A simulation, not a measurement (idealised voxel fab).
Presented below is a process module, voxel lift off.
Shown is cross-section cut, with a width of 295 nm and square cells of size 5 nm.
If you're reading a cross-section in this doc, picture square cells in a grid; it comes to you as bands, top ones listed first down to the bottom, and a band can be one or more rows of cells.
In this notation a band is specified by the heights of its top and bottom, in that order and in nm, after which its materials appear from left to right, each paired with its width in nm. The word "all across" attached to a single material means that material fills the band from edge to edge; the word "blank" stands for empty space.
Basically, 0 is our baseline, since under it the wafer straight out of the box is all one material. The bottom band has no lower end and keeps on going down, so it looks like "0 down".
Width spec "30..40" -> top row of cells at first value, bottom row at second value, equal per-row change in between.
Key: "everything unchanged" - step with no changed cell in the cross-section.
"Sealed internal cavities" lists enclosed empty spaces (at least 8 cells, no open path upward to the top), each as width x height at distance from the left edge, in nm.
Formally, on a step line, whatever follows the settings is a remark that the simulator itself makes on the step.
A step line may carry the setting "overlay nm", which, for steps involving a mask, states the distance by which the mask lay to the right of its intended position; negative values denote displacement to the left.

## Listed below are the process steps as planned
1. RECEIVE (material Si)
2. CONFORMAL_DEP (material SiO2; thk nm 5)
3. PATTERN (tone open; mask id LINES; material resist; width nm 20; pitch nm 40; thk nm 30; overlay nm 0)
4. DIRECTIONAL_DEP (material Ru; thk nm 15)
5. STRIP (etch materials resist)
6. CONFORMAL_DEP (material SiN; thk nm 5)
Where the wafers of this document differ is in the thk nm of step 6; they start out the same, and the plan states the value that applied to the first wafer.

## As-received cross-section, first of several wafers, post step 1
0 down: Si all across
Sealed internal cavities: none

## Cross-section after step 6, the final step of the module, for the first of several wafers
25 to 20: 110 of blank  30 of SiN  10 of blank  30 of SiN  115 of blank
20 to 10: 110 of blank  5 of SiN  20 of Ru  5 of SiN  10 of blank  5 of SiN  20 of Ru  5 of SiN  115 of blank
10 to 5: 115 of SiN  20 of Ru  20 of SiN  20 of Ru  120 of SiN
5 to 0: SiO2 all across
0 down: Si all across
Sealed internal cavities: none

## Cross-section at module completion, last wafer
40 to 25: 95 of blank  100 of SiN  100 of blank
25 to 20: SiN all across
20 to 5: 115 of SiN  20 of Ru  20 of SiN  20 of Ru  120 of SiN
5 to 0: SiO2 all across
0 down: Si all across
Sealed internal cavities: none

## Every row in this table is a wafer at the end of the module, and it gives, for each of the materials, the cells that wafer has gained (+) or lost (-) since it was received, then its closed voids
thk nm 5 | +24 Ru | +71 SiN | +59 SiO2 | Sealed internal cavities: none
thk nm 10 | +24 Ru | +142 SiN | +59 SiO2 | Sealed internal cavities: none
thk nm 15 | +24 Ru | +207 SiN | +59 SiO2 | Sealed internal cavities: none
thk nm 20 | +24 Ru | +272 SiN | +59 SiO2 | Sealed internal cavities: none
